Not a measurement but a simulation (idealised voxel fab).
The following process module bears the name voxel ribs on slabs.
Xsec cut, 155 nm wide, square cell size 5 nm.
Bands, listed from the top down, are how a cross-section gets written in this document; the cross-section itself is a grid of square cells, and a band is one or more rows of them.
Heads up on the band format: heights come first, top then bottom, in nm. After that it's the materials left to right, each with its width in nm. A single material flagged "edge to edge" fills the whole band edge to edge, and "blank" means there's empty space there.
We count height from 0. Below that, the starting wafer is all one material. The lowest band never ends at the bottom but goes on down; see "0 nm and below" for how that is written.
With a width like "30 to 40", each row of cells in the band differs from the next by the same amount, the top row carrying the first number and the bottom row the second.
Key: "no change occurred" - step with no changed cell in the cross-section.
Any empty space of 8 cells or more lacking an open way to the top shows up in "Trapped voids" as width x height at distance, distance from the left edge, in nm.
Read whatever lies past the settings on a step's line as the simulator's own remark about the step.
When a step includes a mask, the "overlay nm" setting on its line states how far to the right of its planned place that mask lay, and negative values state how far to the left.

Planned step list for the process:
| 1 | RECEIVE [material Si] |
| 2 | DIRECTIONAL_DEP [material SiO2] [thk nm 30] |
| 3 | DIRECTIONAL_DEP [material SiN] [thk nm 20] |
| 4 | MASKED_ETCH [tone cover] [mask id RIB] [width nm 20] [etch materials SiN] [depth nm 15] [overlay nm 0] |
| 5 | MASKED_ETCH [tone cover] [mask id SLAB] [width nm 50] [etch materials SiN] [depth nm 5] [overlay nm 0] |
| 6 | FILL_DEP [material SiO2] [thk nm 25] |
| 7 | CMP [height nm 65] |
| 8 | DIRECTIONAL_DEP [material TiN] [thk nm 10] |
| 9 | PATTERN [tone cover] [mask id HEATER] [material resist] [width nm 30] [thk nm 20] [overlay nm 0] |
| 10 | DIRECTIONAL_ETCH [etch materials TiN] [depth nm 10] |
| 11 | STRIP [etch materials resist] |
| 12 | CONFORMAL_DEP [material SiO2] [thk nm 10] |

As received (post step 1): cross-section:
- 0 nm and below = Si edge to edge
- Trapped voids: none

First wafer of two, sectioned at end of module; run went per plan:
- 85 nm to 75 nm = 50 blank  50 SiO2  55 blank
- 75 nm to 65 nm = 60 SiO2  30 TiN  65 SiO2
- 65 nm to 50 nm = SiO2 edge to edge
- 50 nm to 35 nm = 65 SiO2  20 SiN  70 SiO2
- 35 nm to 30 nm = 50 SiO2  50 SiN  55 SiO2
- 30 nm to 0 nm = SiO2 edge to edge
- 0 nm and below = Si edge to edge
- Trapped voids: none

Presented here is a cross-section of the second of the two wafers as it stood at the end of the module. It was started in the same manner and assigned the same plan as the first wafer; however, one mistake was made in its execution:
- 85 nm to 50 nm = SiO2 edge to edge
- 50 nm to 35 nm = 65 SiO2  20 SiN  70 SiO2
- 35 nm to 30 nm = 50 SiO2  50 SiN  55 SiO2
- 30 nm to 0 nm = SiO2 edge to edge
- 0 nm and below = Si edge to edge
- Trapped voids: none
what went wrong: in deviation from the planned setting, step 8 was conducted as DIRECTIONAL_DEP [material SiO2] [thk nm 10]
Final wafer comparison in cells, second versus first, more or fewer per material: SiO2: 54 more, TiN: 12 fewer
